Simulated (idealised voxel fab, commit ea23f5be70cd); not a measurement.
Proc. module: voxel spacer lines
It is cross-section cut that appears here, measuring 260 nm in width, its square cells being 5 nm in size.
We lay out every cross-section as a grid of square cells and spell it out in bands from the top down, where one band means one or more rows of cells.
Each band's line starts with the height of the band's top and of its bottom, in nm. Then come its materials from left to right, each with its width in nm. One material with "all across" fills the band from edge to edge. "empty" is empty space.
It should be noted that heights are counted from 0, beneath which the wafer as supplied is of one material throughout, and that the lowest band possesses no lower boundary but continues downward, as written in "from 0 down".
So if you see something like "30 to 40" for the width, read it as the top row of the band sitting at the first number and the bottom row at the second, with every row in between moving by the same amount as the last.
Where the words "all unchanged" appear for a step, the cross-section shows no cell changed by that step; every cell remained as before.
If an empty space has no open way to the top and is at least 8 cells in size, "Closed internal cavities" lists it, written width x height at distance, where distance is measured from the left edge and every value is in nm.
Step line, after settings: the simulator's comment on this step.
A step line may carry the setting "overlay nm", which, for steps involving a mask, states the distance by which the mask lay to the right of its intended position; negative values denote displacement to the left.
[plan]
1,RECEIVE, material Si
2,CONFORMAL_DEP, material Al2O3, thk nm 5
3,DIRECTIONAL_DEP, material SiN, thk nm 15
4,DIRECTIONAL_DEP, material aC, thk nm 25
5,PATTERN, tone cover, mask id MANDREL, material resist, width nm 20, pitch nm 60, thk nm 35, overlay nm 0
6,DIRECTIONAL_ETCH, etch materials aC, depth nm 25
7,STRIP, etch materials resist
8,CONFORMAL_DEP, material SiO2, thk nm 10
9,DIRECTIONAL_ETCH, etch materials SiO2, depth nm 10
10,STRIP, etch materials aC
11,DIRECTIONAL_ETCH, etch materials SiN, depth nm 15
12,STRIP, etch materials SiO2
[Here's what the wafer looked like in cross-section when it arrived - that's after step 1]
	from 0 down = Si all across
	Closed internal cavities: none
[End-of-module cross-section. Starting structure and process plan as above; one mistake made in running it]
	from 15 to 0 = 80 empty  10 SiN  20 empty  10 SiN  20 empty  10 SiN  20 empty  10 SiN  80 empty
	from 0 down = Si all across
	Closed internal cavities: none
Diagnosis: not run: step 2 of the plan (skipped)
